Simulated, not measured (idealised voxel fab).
Module name: voxel gate over fins (process module)
Xsec cut, 185 nm wide, square cell size 5 nm.
This document writes a cross-section as a grid whose cells are square, and gives it as bands, listed from the top down; one or more rows of cells form a band.
Band: top height; bottom height; in nm. Then, left to right: material with width in nm, for each material. "full width": a single material spanning edge to edge. "empty": empty space.
Counting heights begins at 0, where everything beneath is, in the wafer as received, one material. The lowest band has no bottom; it goes on downwards, as "0 and below" shows.
Width spec "30..40" -> top row of cells at first value, bottom row at second value, equal per-row change in between.
Basically "no modification" means that step didn't change any cell in the cross-section.
Entry "Completely sealed voids". Content: empty spaces with no open connection to the top, size 8 cells or greater. Each: width x height at distance. Distance: from left edge. Unit: nm.
after a step's settings: what the simulator itself notes on the step
"overlay nm" denotes, for a step that has a mask, the displacement of the mask to the right of its planned place, with negative values corresponding to the left.

This section lists the process steps that were planned:
| 1 | RECEIVE with material Si |
| 2 | CONFORMAL_DEP with material SiN, thk nm 10 |
| 3 | PATTERN with tone cover, mask id FINS, material resist, width nm 15, pitch nm 40, thk nm 20, overlay nm 0 |
| 4 | DIRECTIONAL_ETCH with etch materials SiN, depth nm 10 |
| 5 | DIRECTIONAL_ETCH with etch materials Si, depth nm 35 |
| 6 | STRIP with etch materials resist |
| 7 | FILL_DEP with material SiO2, thk nm 5 |
| 8 | CMP with height nm 10 |
| 9 | SELECTIVE_ETCH with etch materials SiO2, depth nm 25 |
| 10 | STRIP with etch materials SiN |
| 11 | CONFORMAL_DEP with material HfO2, thk nm 5 |
| 12 | CONFORMAL_DEP with material TiN, thk nm 5 |
| 13 | CONFORMAL_DEP with material TiAl, thk nm 5 |
| 14 | CONFORMAL_DEP with material TiN, thk nm 5 |
| 15 | FILL_DEP with material W, thk nm 15 |
| 16 | CMP with height nm 30 |
| 17 | CONFORMAL_DEP with material SiCN, thk nm 5 |

Delivered wafer in cross-section: state after step 1:
* 0 and below | Si full width
* Completely sealed voids: none

What the wafer looks like in cross-section after this module, when it starts as shown above and follows the plan above but one mistake is made in running it:
* 45 down to 30 | SiCN full width
* 30 down to 20 | W full width
* 20 down to 15 | 25 nm W, 135 nm TiN, 25 nm W
* 15 down to 10 | 25 nm W, 5 nm TiN, 125 nm TiAl, 5 nm TiN, 25 nm W
* 10 down to 5 | 25 nm W, 5 nm TiN, 5 nm TiAl, 35 nm TiN, 5 nm TiAl, 35 nm TiN, 5 nm TiAl, 35 nm TiN, 5 nm TiAl, 5 nm TiN, 25 nm W
* 5 down to 0 | 30 nm TiN, 5 nm TiAl, 5 nm TiN, 25 nm HfO2, 5 nm TiN, 5 nm TiAl, 5 nm TiN, 25 nm HfO2, 5 nm TiN, 5 nm TiAl, 5 nm TiN, 25 nm HfO2, 5 nm TiN, 5 nm TiAl, 30 nm TiN
* 0 down to -5 | 35 nm TiAl, 5 nm TiN, 5 nm HfO2, 15 nm Si, 5 nm HfO2, 5 nm TiN, 5 nm TiAl, 5 nm TiN, 5 nm HfO2, 15 nm Si, 5 nm HfO2, 5 nm TiN, 5 nm TiAl, 5 nm TiN, 5 nm HfO2, 15 nm Si, 5 nm HfO2, 5 nm TiN, 35 nm TiAl
* -5 down to -10 | 40 nm TiN, 5 nm HfO2, 15 nm Si, 5 nm HfO2, 15 nm TiN, 5 nm HfO2, 15 nm Si, 5 nm HfO2, 15 nm TiN, 5 nm HfO2, 15 nm Si, 5 nm HfO2, 40 nm TiN
* -10 down to -15 | 45 nm HfO2, 15 nm Si, 25 nm HfO2, 15 nm Si, 25 nm HfO2, 15 nm Si, 45 nm HfO2
* -15 down to -35 | 45 nm SiO2, 15 nm Si, 25 nm SiO2, 15 nm Si, 25 nm SiO2, 15 nm Si, 45 nm SiO2
* -35 and below | Si full width
* Completely sealed voids: none
Deviation from plan: step 17: run off-plan, actual operation and settings CONFORMAL_DEP with material SiCN, thk nm 15
